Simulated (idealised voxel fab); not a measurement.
Process module name: voxel lift off
It is cross-section cut that appears here, measuring 155 nm in width, its square cells being 5 nm in size.
Square cells in a grid make up a cross-section in this document, and the grid is given as bands, listed from the top down, each one or more rows of cells.
Read a band's entry like this: the first values are the height of its top and the height of its bottom in nm, and what follows is the sequence of materials from left to right, each with its width in nm. Note that "empty" is empty space, and that a single material marked "all across" reaches across the band from edge to edge.
A quick word on heights: they are counted from 0, and under that level the wafer as it came to us is one material throughout. The lowest band is different from the rest in having no bottom; it simply continues downward, written as in "z 0 and below".
A two-number width, for instance "30..40", indicates that the width is equal to the first number in the top row of the band and to the second number in the bottom row, and that it changes by a constant amount per row of cells.
"nothing was modified", as given for a step, is the statement that not any cell of the cross-section underwent a change during that step.
"Unvented cavities" means: voids of 8 cells or more that are shut off from the top with no open way through. Written width x height at distance, distance from the left edge, in nm.
On a step's line, text after the settings is the simulator commenting on that step.
What "overlay nm" on a step's line means: if the step has a mask, that mask lay this far to the right of its planned place, or, when the value is negative, to the left.
### The process steps that were planned are listed below
1,op RECEIVE | material Si
2,op CONFORMAL_DEP | material SiN | thk nm 10
3,op PATTERN | tone open | mask id LINES | material resist | width nm 15 | pitch nm 35 | thk nm 25 | overlay nm 0
4,op DIRECTIONAL_DEP | material Ru | thk nm 15
5,op STRIP | etch materials resist
6,op CONFORMAL_DEP | material SiCN | thk nm 10
### The cross-section here shows the wafer as received, i.e. in its state after step 1
> z 0 and below = Si all across
> Unvented cavities: none
### As-planned run: cross-section of the first of two wafers at end of module
> z 35 to 25 = empty 5 nm | SiCN 140 nm | empty 10 nm
> z 25 to 20 = empty 5 nm | SiCN 10 nm | Ru 15 nm | SiCN 20 nm | Ru 15 nm | SiCN 20 nm | Ru 15 nm | SiCN 20 nm | Ru 15 nm | SiCN 10 nm | empty 10 nm
> z 20 to 10 = SiCN 15 nm | Ru 15 nm | SiCN 20 nm | Ru 15 nm | SiCN 20 nm | Ru 15 nm | SiCN 20 nm | Ru 15 nm | SiCN 20 nm
> z 10 to 0 = SiN all across
> z 0 and below = Si all across
> Unvented cavities: none
### Cross-section, second wafer: same start as the first, same plan as the first, one mistake in running it; taken at the end of the module
> z 35 to 25 = empty 5 nm | SiCN 145 nm | empty 5 nm
> z 25 to 20 = empty 5 nm | SiCN 10 nm | Ru 20 nm | SiCN 15 nm | Ru 20 nm | SiCN 15 nm | Ru 20 nm | SiCN 15 nm | Ru 20 nm | SiCN 10 nm | empty 5 nm
> z 20 to 10 = SiCN 15 nm | Ru 20 nm | SiCN 15 nm | Ru 20 nm | SiCN 15 nm | Ru 20 nm | SiCN 15 nm | Ru 20 nm | SiCN 15 nm
> z 10 to 0 = SiN all across
> z 0 and below = Si all across
> Unvented cavities: none
Deviation from plan: step 3 ran differently from the plan; actual operation with settings: op PATTERN | tone open | mask id LINES | material resist | width nm 20 | pitch nm 35 | thk nm 25 | overlay nm 0
at the end the second wafer has, in cells: Ru: 12 more | SiCN: 9 fewer
